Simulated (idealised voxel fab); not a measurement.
Name of the process module below: voxel gate over fins
FYI the section here is cut, 180 nm wide, cells are 5 nm squares.
Heads up, the way a cross-section reads in here is a grid of square cells, handed over as bands from the top down, with every band being one or more rows of cells. For a band, the entry starts with two heights in nm, that of the top and then that of the bottom, and carries on with the band's materials in order from left to right, each alongside its width in nm; the word "full width" beside a single material means it fills the band edge to edge, and "air" means empty space. We count height from 0. Below that, the starting wafer is all one material. The lowest band never ends at the bottom but goes on down; see "0..down" for how that is written. So if you see something like "30->40" for the width, read it as the top row of the band sitting at the first number and the bottom row at the second, with every row in between moving by the same amount as the last. Basically "nothing changed" means that step didn't change any cell in the cross-section. Listed in "Trapped cavities": every empty space of 8 or more cells without an open way to the top. Form: width x height at distance, the distance being from the left edge, all in nm. Step line, after settings: the simulator's comment on this step. The optional step-line setting "overlay nm" applies to steps with a mask and quantifies how far to the right of its planned location the mask lay, a negative value indicating leftward placement.

List of planned process steps
1: RECEIVE [material Si]
2: CONFORMAL_DEP [material SiN] [thk nm 10]
3: MASKED_ETCH [tone cover] [mask id FINS] [width nm 15] [pitch nm 60] [etch materials SiN] [depth nm 10] [overlay nm 0]
4: MASKED_ETCH [tone cover] [mask id FINS] [width nm 15] [pitch nm 60] [etch materials Si] [depth nm 35] [overlay nm 0]
5: FILL_DEP [material SiO2] [thk nm 15]
6: CMP [height nm 10]
7: MASKED_ETCH [tone open] [mask id RAIL] [width nm 15] [etch materials SiO2] [depth nm 40] [overlay nm 0]
8: CONFORMAL_DEP [material TiN] [thk nm 5]
9: FILL_DEP [material W] [thk nm 10]
10: CMP [height nm 10]
11: SELECTIVE_ETCH [etch materials W Ru TiN] [depth nm 25]
12: FILL_DEP [material SiO2] [thk nm 5]
13: CMP [height nm 10]
14: SELECTIVE_ETCH [etch materials SiO2] [depth nm 20]
15: STRIP [etch materials SiN]
16: CONFORMAL_DEP [material HfO2] [thk nm 5]
17: CONFORMAL_DEP [material TiN] [thk nm 5]
18: FILL_DEP [material W] [thk nm 10]
19: CMP [height nm 15]
20: CONFORMAL_DEP [material SiCN] [thk nm 10]

Incoming wafer in cross-section (state: after step 1)
- 0..down: Si full width
- Trapped cavities: none

Same starting wafer, same plan as above, one mistake in the execution; this is the cross-section at the end of the module
- 25..15: SiCN full width
- 15..10: W full width
- 10..5: W=40; TiN=35; W=25; TiN=35; W=45
- 5..0: W=40; TiN=5; HfO2=25; TiN=5; W=25; TiN=5; HfO2=25; TiN=5; W=45
- 0..-5: TiN=45; HfO2=5; Si=15; HfO2=5; TiN=35; HfO2=5; Si=15; HfO2=5; TiN=50
- -5..-10: HfO2=50; Si=15; HfO2=45; Si=15; HfO2=55
- -10..-15: SiO2=50; Si=15; SiO2=45; Si=15; SiO2=55
- -15..-25: SiO2=50; Si=15; SiO2=15; TiN=5; W=5; TiN=5; SiO2=15; Si=15; SiO2=55
- -25..-30: SiO2=50; Si=15; SiO2=15; TiN=15; SiO2=15; Si=15; SiO2=55
- -30..-70: SiO2=50; Si=15; SiO2=45; Si=15; SiO2=55
- -70..down: Si full width
- Trapped cavities: none
Plan not followed: execution of plan step 4 occurred twice
